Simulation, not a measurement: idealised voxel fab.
Title: Process Module voxel self aligned contacts
Each square cell in cross-section cut measures 5 nm, and the section as a whole is 300 nm wide.
Each cross-section below is a grid of square cells, stated as bands in top-down order, with one or more rows of cells making up each band.
This entry defines a band. It first specifies the height of the band's top and the height of its bottom in nm, and then specifies the band's materials from left to right, stating each material with its width in nm. The word "edge to edge" identifies a single material that fills the band from edge to edge, while the word "blank" identifies empty space.
Height 0 is the level under which the wafer as received is all one material. The lowest band goes on downwards, as in "from 0 down".
Width spec "30->40" -> top row of cells at first value, bottom row at second value, equal per-row change in between.
It should be understood that the words "everything unchanged", when stated for a given step, signify that the cross-section underwent no change in any of its cells during that step.
"Closed-off voids" contains a list of empty spaces, each no smaller than 8 cells and without an open way to the top, written in the form width x height at distance with the distance from the left edge and all three in nm.
Anything after a step's settings on that line? It's the simulator's own note about the step.
Each step line may optionally specify "overlay nm", which for a step with a mask gives the rightward distance between the mask's planned place and where it lay, a negative value indicating the leftward direction.

**Process steps foreseen in the plan**
1) RECEIVE (material Si)
2) OXIDIZE (depth nm 5)
3) DIRECTIONAL_DEP (material polySi; thk nm 25)
4) DIRECTIONAL_DEP (material SiN; thk nm 25)
5) MASKED_ETCH (tone cover; mask id GATE; width nm 30; pitch nm 75; etch materials SiN; depth nm 25; overlay nm 0)
6) MASKED_ETCH (tone cover; mask id GATE; width nm 30; pitch nm 75; etch materials polySi; depth nm 25; overlay nm 0)
7) CONFORMAL_DEP (material SiN; thk nm 10)
8) DIRECTIONAL_ETCH (etch materials SiN; depth nm 10)
9) FILL_DEP (material SiO2; thk nm 15)
10) CMP (height nm 55)
11) PATTERN (tone open; mask id CONTACT; material resist; width nm 55; pitch nm 75; thk nm 15; overlay nm 0)
12) DIRECTIONAL_ETCH (etch materials SiO2; depth nm 60)
13) STRIP (etch materials resist)
14) CONFORMAL_DEP (material TiN; thk nm 5)
15) FILL_DEP (material W; thk nm 5)
16) CMP (height nm 55)
17) CONFORMAL_DEP (material SiN; thk nm 5)
The value of thk nm given for step 14 in the plan refers to the first wafer; the wafers vary in this setting and are alike at the start.

**As-received state after step 1, first of several wafers, cross-section**
  from 0 down = Si edge to edge
  Closed-off voids: none

**Heads up, this table goes wafer by wafer. A row tells you, at the end of the module, how many cells of each material that wafer has put on (+) or dropped (-) since it was received, and then its closed voids**
thk nm 5; -60 Si; +270 SiN; +288 SiO2; +66 TiN; +66 W; +90 polySi; Closed-off voids: none
thk nm 10; -60 Si; +270 SiN; +288 SiO2; +112 TiN; +20 W; +90 polySi; Closed-off voids: none
thk nm 15; -60 Si; +270 SiN; +288 SiO2; +132 TiN; +90 polySi; Closed-off voids: none
thk nm 20; -60 Si; +270 SiN; +288 SiO2; +132 TiN; +90 polySi; Closed-off voids: none
